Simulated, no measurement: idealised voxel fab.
Process module in this document: voxel capacitor over wiring
This is section cut - it's 275 nm across, gridded in 5 nm square cells.
This document writes a cross-section as a grid whose cells are square, and gives it as bands, listed from the top down; one or more rows of cells form a band. Heights first: top, then bottom, in nm. Then materials, left to right, each with a width in nm. "everywhere" on a single material: fills the band edge to edge. "empty": empty space. Ref level 0: as-received wafer is one material below here. Bottom band extends down with no lower bound ("z 0 and below"). You'd read "30..40" like this: the band's top row of cells is as wide as the first number, its bottom row is as wide as the second, and going down, every row changes width by the same amount as the row before did. No cell of the cross-section changed in a step that is given as "remains unaltered". You'll see "Completely enclosed voids" listing empty spaces that have no way open to the top, as long as they're 8 cells or more; the notation is width x height at distance, where the distance is from the left edge, and all of it is in nm. Heads up: the bit after the settings on a step's line is the simulator's remark on that step. overlay nm: step with mask; distance mask lay right of planned place; negative value = left of planned place.
Intended process steps:
step 1: op RECEIVE | material Si
step 2: op CONFORMAL_DEP | material SiO2 | thk nm 10
step 3: op DIRECTIONAL_DEP | material TiN | thk nm 5
step 4: op DIRECTIONAL_DEP | material W | thk nm 20
step 5: op PATTERN | tone cover | mask id METAL_1 | material resist | width nm 30 | pitch nm 80 | thk nm 20 | overlay nm 0
step 6: op DIRECTIONAL_ETCH | etch materials W | depth nm 20
step 7: op DIRECTIONAL_ETCH | etch materials TiN | depth nm 5
step 8: op STRIP | etch materials resist
step 9: op FILL_DEP | material lowk | thk nm 10
step 10: op CMP | height nm 35
step 11: op CONFORMAL_DEP | material SiCN | thk nm 5
step 12: op DIRECTIONAL_DEP | material SiO2 | thk nm 15
step 13: op MASKED_ETCH | tone open | mask id PLUG_1 | width nm 15 | etch materials SiO2 | depth nm 15 | overlay nm 0
step 14: op MASKED_ETCH | tone open | mask id PLUG_1 | width nm 15 | etch materials SiCN | depth nm 5 | overlay nm 0
step 15: op EPI | material Ru | thk nm 10
step 16: op EPI | material Ru | thk nm 10
step 17: op DIRECTIONAL_DEP | material TiN | thk nm 5
step 18: op DIRECTIONAL_DEP | material HfO2 | thk nm 5
step 19: op DIRECTIONAL_DEP | material TiN | thk nm 5
step 20: op DIRECTIONAL_DEP | material aC | thk nm 10
step 21: op PATTERN | tone cover | mask id UPPER_PLATE | material resist | width nm 55 | thk nm 25 | overlay nm 0
step 22: op DIRECTIONAL_ETCH | etch materials aC | depth nm 10
step 23: op STRIP | etch materials resist
step 24: op DIRECTIONAL_ETCH | etch materials TiN | depth nm 5
step 25: op DIRECTIONAL_ETCH | etch materials HfO2 | depth nm 5
step 26: op STRIP | etch materials aC
step 27: op MASKED_ETCH | tone cover | mask id LOWER_PLATE | width nm 65 | etch materials TiN | depth nm 5 | overlay nm 0
step 28: op FILL_DEP | material SiO2 | thk nm 15
step 29: op CMP | height nm 80
step 30: op MASKED_ETCH | tone open | mask id PLUG_2 | width nm 15 | etch materials SiO2 | depth nm 10 | overlay nm 0
step 31: op CONFORMAL_DEP | material TiN | thk nm 5
step 32: op FILL_DEP | material Ru | thk nm 10
step 33: op CMP | height nm 80
step 34: op CONFORMAL_DEP | material SiN | thk nm 5
Below: the first of two wafers, run as planned:
Delivered wafer in cross-section: state after step 1:
    z 0 and below  Si everywhere
    Completely enclosed voids: none
Cross-section of the wafer after step 2:
    z 10 to 0  SiO2 everywhere
    Everything under 0 stays put, no change at all.
Cross-section of the wafer after step 3:
    z 15 to 10  TiN everywhere
    Everything under 10 stays put, no change at all.
Cross-section of the wafer after step 4:
    z 35 to 15  W everywhere
    Everything under 15 stays put, no change at all.
Cross-section of the wafer after step 5:
    z 55 to 35  empty 80 nm; resist 30 nm; empty 50 nm; resist 30 nm; empty 85 nm
    Everything under 35 stays put, no change at all.
Cross-section of the wafer after step 6:
    z 55 to 35  empty 80 nm; resist 30 nm; empty 50 nm; resist 30 nm; empty 85 nm
    z 35 to 15  empty 80 nm; W 30 nm; empty 50 nm; W 30 nm; empty 85 nm
    Everything under 15 stays put, no change at all.
Cross-section of the wafer after step 7:
    z 55 to 35  empty 80 nm; resist 30 nm; empty 50 nm; resist 30 nm; empty 85 nm
    z 35 to 15  empty 80 nm; W 30 nm; empty 50 nm; W 30 nm; empty 85 nm
    z 15 to 10  empty 80 nm; TiN 30 nm; empty 50 nm; TiN 30 nm; empty 85 nm
    Everything under 10 stays put, no change at all.
Cross-section of the wafer after step 8:
    z 35 to 15  empty 80 nm; W 30 nm; empty 50 nm; W 30 nm; empty 85 nm
    Everything under 15 stays put, no change at all.
Cross-section of the wafer after step 9:
    z 45 to 35  lowk everywhere
    z 35 to 15  lowk 80 nm; W 30 nm; lowk 50 nm; W 30 nm; lowk 85 nm
    z 15 to 10  lowk 80 nm; TiN 30 nm; lowk 50 nm; TiN 30 nm; lowk 85 nm
    Everything under 10 stays put, no change at all.
Cross-section of the wafer after step 10:
    z 35 to 15  lowk 80 nm; W 30 nm; lowk 50 nm; W 30 nm; lowk 85 nm
    Everything under 15 stays put, no change at all.
Cross-section of the wafer after step 11:
    z 40 to 35  SiCN everywhere
    Everything under 35 stays put, no change at all.
Cross-section of the wafer after step 12:
    z 55 to 40  SiO2 everywhere
    Everything under 40 stays put, no change at all.
Cross-section of the wafer after step 13:
    z 55 to 40  SiO2 95 nm; empty 15 nm; SiO2 165 nm
    Everything under 40 stays put, no change at all.
Cross-section of the wafer after step 14:
    z 55 to 40  SiO2 95 nm; empty 15 nm; SiO2 165 nm
    z 40 to 35  SiCN 95 nm; empty 15 nm; SiCN 165 nm
    Everything under 35 stays put, no change at all.
Cross-section of the wafer after step 15:
    z 55 to 45  SiO2 95 nm; empty 15 nm; SiO2 165 nm
    z 45 to 40  SiO2 95 nm; Ru 15 nm; SiO2 165 nm
    z 40 to 35  SiCN 95 nm; Ru 15 nm; SiCN 165 nm
    Everything under 35 stays put, no change at all.
Cross-section of the wafer after step 16:
    z 55 to 40  SiO2 95 nm; Ru 15 nm; SiO2 165 nm
    Everything under 40 stays put, no change at all.
Cross-section of the wafer after step 17:
    z 60 to 55  TiN everywhere
    Everything under 55 stays put, no change at all.
Cross-section of the wafer after step 18:
    z 65 to 60  HfO2 everywhere
    Everything under 60 stays put, no change at all.
Cross-section of the wafer after step 19:
    z 70 to 65  TiN everywhere
    Everything under 65 stays put, no change at all.
Cross-section of the wafer after step 20:
    z 80 to 70  aC everywhere
    Everything under 70 stays put, no change at all.
Cross-section of the wafer after step 21:
    z 105 to 80  empty 95 nm; resist 55 nm; empty 125 nm
    Everything under 80 stays put, no change at all.
Cross-section of the wafer after step 22:
    z 95 to 80  empty 95 nm; resist 55 nm; empty 125 nm
    z 80 to 70  empty 95 nm; aC 55 nm; empty 125 nm
    Everything under 70 stays put, no change at all.
Cross-section of the wafer after step 23:
    z 80 to 70  empty 95 nm; aC 55 nm; empty 125 nm
    Everything under 70 stays put, no change at all.
Cross-section of the wafer after step 24:
    z 80 to 70  empty 95 nm; aC 55 nm; empty 125 nm
    z 70 to 65  empty 95 nm; TiN 55 nm; empty 125 nm
    Everything under 65 stays put, no change at all.
Cross-section of the wafer after step 25:
    z 80 to 70  empty 95 nm; aC 55 nm; empty 125 nm
    z 70 to 65  empty 95 nm; TiN 55 nm; empty 125 nm
    z 65 to 60  empty 95 nm; HfO2 55 nm; empty 125 nm
    Everything under 60 stays put, no change at all.
Cross-section of the wafer after step 26:
    z 70 to 65  empty 95 nm; TiN 55 nm; empty 125 nm
    Everything under 65 stays put, no change at all.
Cross-section of the wafer after step 27:
    z 70 to 65  empty 95 nm; TiN 55 nm; empty 125 nm
    z 65 to 60  empty 95 nm; HfO2 55 nm; empty 125 nm
    z 60 to 55  empty 90 nm; TiN 65 nm; empty 120 nm
    Everything under 55 stays put, no change at all.
Cross-section of the wafer after step 28:
    z 85 to 70  SiO2 everywhere
    z 70 to 65  SiO2 95 nm; TiN 55 nm; SiO2 125 nm
    z 65 to 60  SiO2 95 nm; HfO2 55 nm; SiO2 125 nm
    z 60 to 55  SiO2 90 nm; TiN 65 nm; SiO2 120 nm
    Everything under 55 stays put, no change at all.
Cross-section of the wafer after step 29:
    z 80 to 70  SiO2 everywhere
    Everything under 70 stays put, no change at all.
Cross-section of the wafer after step 30:
    z 80 to 70  SiO2 105 nm; empty 15 nm; SiO2 155 nm
    Everything under 70 stays put, no change at all.
Cross-section of the wafer after step 31:
    z 85 to 80  TiN 110 nm; empty 5 nm; TiN 160 nm
    z 80 to 75  SiO2 105 nm; TiN 5 nm; empty 5 nm; TiN 5 nm; SiO2 155 nm
    z 75 to 65  SiO2 105..95 nm; TiN 15..55 nm; SiO2 155..125 nm
    Everything under 65 stays put, no change at all.
Cross-section of the wafer after step 32:
    z 95 to 85  Ru everywhere
    z 85 to 80  TiN 110 nm; Ru 5 nm; TiN 160 nm
    z 80 to 75  SiO2 105 nm; TiN 5 nm; Ru 5 nm; TiN 5 nm; SiO2 155 nm
    Everything under 75 stays put, no change at all.
Cross-section of the wafer after step 33:
    z 80 to 75  SiO2 105 nm; TiN 5 nm; Ru 5 nm; TiN 5 nm; SiO2 155 nm
    Everything under 75 stays put, no change at all.
Cross-section of the wafer after step 34:
    z 85 to 80  SiN everywhere
    Everything under 80 stays put, no change at all.
The second wafer: identical to the first at the outset and in its planned sequence, differing only in that one mistake was made during processing; up to and including step 18, its path is the first wafer's path:
The second wafer in cross-section, at the planned close of step 19: remains unaltered
The second wafer in cross-section, at the planned close of step 20:
    z 75 to 65  aC everywhere
    Everything under 65 stays put, no change at all.
The second wafer in cross-section, at the planned close of step 21:
    z 100 to 75  empty 95 nm; resist 55 nm; empty 125 nm
    Everything under 75 stays put, no change at all.
The second wafer in cross-section, at the planned close of step 22:
    z 90 to 75  empty 95 nm; resist 55 nm; empty 125 nm
    z 75 to 65  empty 95 nm; aC 55 nm; empty 125 nm
    Everything under 65 stays put, no change at all.
The second wafer in cross-section, at the planned close of step 23:
    z 75 to 65  empty 95 nm; aC 55 nm; empty 125 nm
    Everything under 65 stays put, no change at all.
The second wafer in cross-section, at the planned close of step 24: remains unaltered
The second wafer in cross-section, at the planned close of step 25:
    z 75 to 65  empty 95 nm; aC 55 nm; empty 125 nm
    z 65 to 60  empty 95 nm; HfO2 55 nm; empty 125 nm
    Everything under 60 stays put, no change at all.
The second wafer in cross-section, at the planned close of step 26:
    z 65 to 60  empty 95 nm; HfO2 55 nm; empty 125 nm
    Everything under 60 stays put, no change at all.
The second wafer in cross-section, at the planned close of step 27:
    z 65 to 60  empty 95 nm; HfO2 55 nm; empty 125 nm
    z 60 to 55  empty 90 nm; TiN 65 nm; empty 120 nm
    Everything under 55 stays put, no change at all.
The second wafer in cross-section, at the planned close of step 28:
    z 80 to 65  SiO2 everywhere
    z 65 to 60  SiO2 95 nm; HfO2 55 nm; SiO2 125 nm
    z 60 to 55  SiO2 90 nm; TiN 65 nm; SiO2 120 nm
    Everything under 55 stays put, no change at all.
The second wafer in cross-section, at the planned close of step 29: remains unaltered
The second wafer in cross-section, at the planned close of step 30:
    z 80 to 70  SiO2 105 nm; empty 15 nm; SiO2 155 nm
    Everything under 70 stays put, no change at all.
The second wafer in cross-section, at the planned close of step 31:
    z 85 to 80  TiN 110 nm; empty 5 nm; TiN 160 nm
    z 80 to 75  SiO2 105 nm; TiN 5 nm; empty 5 nm; TiN 5 nm; SiO2 155 nm
    z 75 to 70  SiO2 105 nm; TiN 15 nm; SiO2 155 nm
    Everything under 70 stays put, no change at all.
The second wafer in cross-section, at the planned close of step 32:
    z 95 to 85  Ru everywhere
    z 85 to 80  TiN 110 nm; Ru 5 nm; TiN 160 nm
    z 80 to 75  SiO2 105 nm; TiN 5 nm; Ru 5 nm; TiN 5 nm; SiO2 155 nm
    Everything under 75 stays put, no change at all.
The second wafer in cross-section, at the planned close of step 33:
    z 80 to 75  SiO2 105 nm; TiN 5 nm; Ru 5 nm; TiN 5 nm; SiO2 155 nm
    Everything under 75 stays put, no change at all.
The second wafer in cross-section, at the planned close of step 34:
    z 85 to 80  SiN everywhere
    Everything under 80 stays put, no change at all.
In executing the process, a mistake was made relative to the plan: step 19 of the plan was omitted and not executed
Bottom line after processing is that, in cells, the second wafer is up or down on some materials versus the first: +11 SiO2 | -11 TiN
